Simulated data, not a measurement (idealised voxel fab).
process module | voxel wiring stack
We display cut, a cross-section 260 nm in width whose square cells are each 5 nm.
In what follows, cross-sections appear as grids of square cells, described through bands that run from the top down, where every band is one or more rows of cells.
A band entry consists of two parts. The first gives the height of the band's top and the height of its bottom, in nm. The rest lists the band's materials from left to right, each with its width in nm. A single material labelled with the word "edge to edge" fills the band from edge to edge, and the word "air" marks empty space.
Measure heights from 0. That's the level where, below it, the as-received wafer is all one material. The lowest band is bottomless and extends downward; write it as in "z 0 and below".
Width: "30..40" (first number = top row, second number = bottom row, same change from row to row of cells).
For the purposes of this document, the phrase "no change" attached to a step denotes that no cell within the cross-section was modified by that step.
Empty spaces without an open route to the top, at least 8 cells in extent, make up the entry "Voids, enclosed"; each is given as width x height at distance, where the distance is measured from the left edge, and all are in nm.
It should be noted that, on the line of a given step, the content following the step's settings is a remark produced by the simulator itself with respect to that step.
The "overlay nm" setting may appear on a step's line; for a step that uses a mask, it gives how far to the right of its planned position the mask lay, and a negative value indicates the left.
# plan
1: RECEIVE [material Si]
2: CONFORMAL_DEP [material SiO2] [thk nm 15]
3: DIRECTIONAL_DEP [material TiN] [thk nm 5]
4: DIRECTIONAL_DEP [material Ru] [thk nm 25]
5: PATTERN [tone cover] [mask id METAL_1] [material resist] [width nm 20] [pitch nm 50] [thk nm 20] [overlay nm 0]
6: DIRECTIONAL_ETCH [etch materials Ru] [depth nm 25]
7: DIRECTIONAL_ETCH [etch materials TiN] [depth nm 5]
8: STRIP [etch materials resist]
9: FILL_DEP [material lowk] [thk nm 10]
10: CMP [height nm 45]
11: CONFORMAL_DEP [material SiCN] [thk nm 5]
12: DIRECTIONAL_DEP [material lowk] [thk nm 25]
13: DIRECTIONAL_DEP [material aC] [thk nm 15]
14: PATTERN [tone open] [mask id METAL_2_HOLES] [material resist] [width nm 15] [thk nm 35] [overlay nm 0]
15: DIRECTIONAL_ETCH [etch materials aC] [depth nm 15]
16: STRIP [etch materials resist]
17: DIRECTIONAL_ETCH [etch materials lowk] [depth nm 25]
18: STRIP [etch materials aC]
19: PATTERN [tone open] [mask id METAL_2] [material resist] [width nm 20] [pitch nm 50] [thk nm 15] [overlay nm 0]
20: DIRECTIONAL_ETCH [etch materials lowk] [depth nm 15]
21: DIRECTIONAL_ETCH [etch materials SiCN] [depth nm 5]
22: STRIP [etch materials resist]
23: CONFORMAL_DEP [material TiN] [thk nm 5]
24: FILL_DEP [material Cu] [thk nm 5]
25: CMP [height nm 75]
26: CONFORMAL_DEP [material SiCN] [thk nm 5]
27: DIRECTIONAL_DEP [material SiO2] [thk nm 30]
28: DIRECTIONAL_DEP [material aC] [thk nm 15]
29: PATTERN [tone open] [mask id METAL_3_HOLES] [material resist] [width nm 15] [thk nm 35] [overlay nm 0]
30: DIRECTIONAL_ETCH [etch materials aC] [depth nm 15]
31: STRIP [etch materials resist]
32: DIRECTIONAL_ETCH [etch materials SiO2] [depth nm 30]
33: STRIP [etch materials aC]
34: DIRECTIONAL_DEP [material aC] [thk nm 10]
35: PATTERN [tone open] [mask id METAL_3] [material resist] [width nm 20] [pitch nm 50] [thk nm 30] [overlay nm 0]
36: DIRECTIONAL_ETCH [etch materials aC] [depth nm 10]
37: STRIP [etch materials resist]
38: DIRECTIONAL_ETCH [etch materials SiO2] [depth nm 15]
39: DIRECTIONAL_ETCH [etch materials SiCN] [depth nm 5]
40: STRIP [etch materials aC]
41: CONFORMAL_DEP [material TiN] [thk nm 5]
42: FILL_DEP [material Cu] [thk nm 10]
43: CMP [height nm 110]
44: CONFORMAL_DEP [material SiCN] [thk nm 5]
45: DIRECTIONAL_DEP [material lowk] [thk nm 15]
46: MASKED_ETCH [tone open] [mask id PLUG_3] [width nm 15] [etch materials lowk] [depth nm 15] [overlay nm 0]
47: MASKED_ETCH [tone open] [mask id PLUG_3] [width nm 15] [etch materials SiCN] [depth nm 5] [overlay nm 0]
48: EPI [material Ru] [thk nm 10]
49: EPI [material Ru] [thk nm 10]
50: DIRECTIONAL_DEP [material TiN] [thk nm 5]
51: DIRECTIONAL_DEP [material Ru] [thk nm 15]
52: DIRECTIONAL_DEP [material aC] [thk nm 15]
53: PATTERN [tone cover] [mask id METAL_4] [material resist] [width nm 20] [pitch nm 50] [thk nm 35] [overlay nm 0]
54: DIRECTIONAL_ETCH [etch materials aC] [depth nm 15]
55: STRIP [etch materials resist]
56: DIRECTIONAL_ETCH [etch materials Ru] [depth nm 15]
57: DIRECTIONAL_ETCH [etch materials TiN] [depth nm 5]
58: STRIP [etch materials aC]
59: FILL_DEP [material lowk] [thk nm 5]
60: CMP [height nm 150]
61: CONFORMAL_DEP [material SiN] [thk nm 5]
# Wafer at receipt (post step 1), cross-section
  z 0 and below  Si edge to edge
  Voids, enclosed: none
# first wafer at the end, as planned
  z 155 to 150  SiN edge to edge
  z 150 to 135  lowk 95, then Ru 20, then lowk 30, then Ru 20, then lowk 95
  z 135 to 130  lowk 95, then TiN 20, then lowk 30, then TiN 20, then lowk 95
  z 130 to 115  lowk 95, then Ru 15, then lowk 150
  z 115 to 110  SiCN 95, then Ru 15, then SiCN 150
  z 110 to 100  SiO2 95, then TiN 5, then Cu 10, then TiN 5, then SiO2 30, then TiN 5, then Cu 10, then TiN 5, then SiO2 95
  z 100 to 95  SiO2 95, then TiN 5, then Cu 5, then TiN 10, then SiO2 30, then TiN 20, then SiO2 95
  z 95 to 80  SiO2 95, then TiN 5, then Cu 5, then TiN 5, then SiO2 150
  z 80 to 75  SiCN 95, then TiN 15, then SiCN 150
  z 75 to 65  lowk 95, then TiN 5, then Cu 10, then TiN 5, then lowk 30, then TiN 5, then Cu 10, then TiN 5, then lowk 95
  z 65 to 60  lowk 95, then TiN 5, then Cu 5, then TiN 10, then lowk 30, then TiN 20, then lowk 95
  z 60 to 50  lowk 95, then TiN 5, then Cu 5, then TiN 5, then lowk 150
  z 50 to 45  SiCN 95, then TiN 15, then SiCN 150
  z 45 to 20  lowk 95, then Ru 20, then lowk 30, then Ru 20, then lowk 95
  z 20 to 15  lowk 95, then TiN 20, then lowk 30, then TiN 20, then lowk 95
  z 15 to 0  SiO2 edge to edge
  z 0 and below  Si edge to edge
  Voids, enclosed: none
# Module end: cross-section of wafer two of two. Same start and process plan as the first wafer. One mistake during execution
  z 155 to 150  SiN edge to edge
  z 150 to 135  lowk 95, then Ru 20, then lowk 30, then Ru 20, then lowk 95
  z 135 to 130  lowk 95, then TiN 20, then lowk 30, then TiN 20, then lowk 95
  z 130 to 115  lowk 95, then Ru 15, then lowk 150
  z 115 to 110  SiCN 95, then Ru 15, then SiCN 150
  z 110 to 100  SiO2 95, then TiN 5, then Cu 10, then TiN 5, then SiO2 30, then TiN 5, then Cu 10, then TiN 5, then SiO2 95
  z 100 to 95  SiO2 95, then TiN 5, then Cu 5, then TiN 10, then SiO2 30, then TiN 20, then SiO2 95
  z 95 to 80  SiO2 95, then TiN 5, then Cu 5, then TiN 5, then SiO2 150
  z 80 to 75  SiCN 95, then TiN 15, then SiCN 150
  z 75 to 65  Cu 105, then TiN 5, then lowk 5, then TiN 5, then Cu 20, then TiN 5, then lowk 20, then TiN 5, then Cu 90
  z 65 to 60  TiN 100, then Cu 5, then TiN 5, then lowk 5, then TiN 30, then lowk 20, then TiN 95
  z 60 to 55  lowk 95, then TiN 5, then Cu 5, then TiN 5, then lowk 150
  z 55 to 50  lowk 95, then TiN 15, then lowk 150
  z 50 to 45  SiCN edge to edge
  z 45 to 20  lowk 95, then Ru 20, then lowk 30, then Ru 20, then lowk 95
  z 20 to 15  lowk 95, then TiN 20, then lowk 30, then TiN 20, then lowk 95
  z 15 to 0  SiO2 edge to edge
  z 0 and below  Si edge to edge
  Voids, enclosed: none
In executing the process, a mistake was made relative to the plan: step 19 was not run as planned; what actually ran was PATTERN [tone cover] [mask id METAL_2] [material resist] [width nm 20] [pitch nm 50] [thk nm 15] [overlay nm 0]
Counted in cells at the end, the second wafer holds more or fewer of these materials than the first: Cu +77 | SiCN +3 | TiN +37 | lowk -117
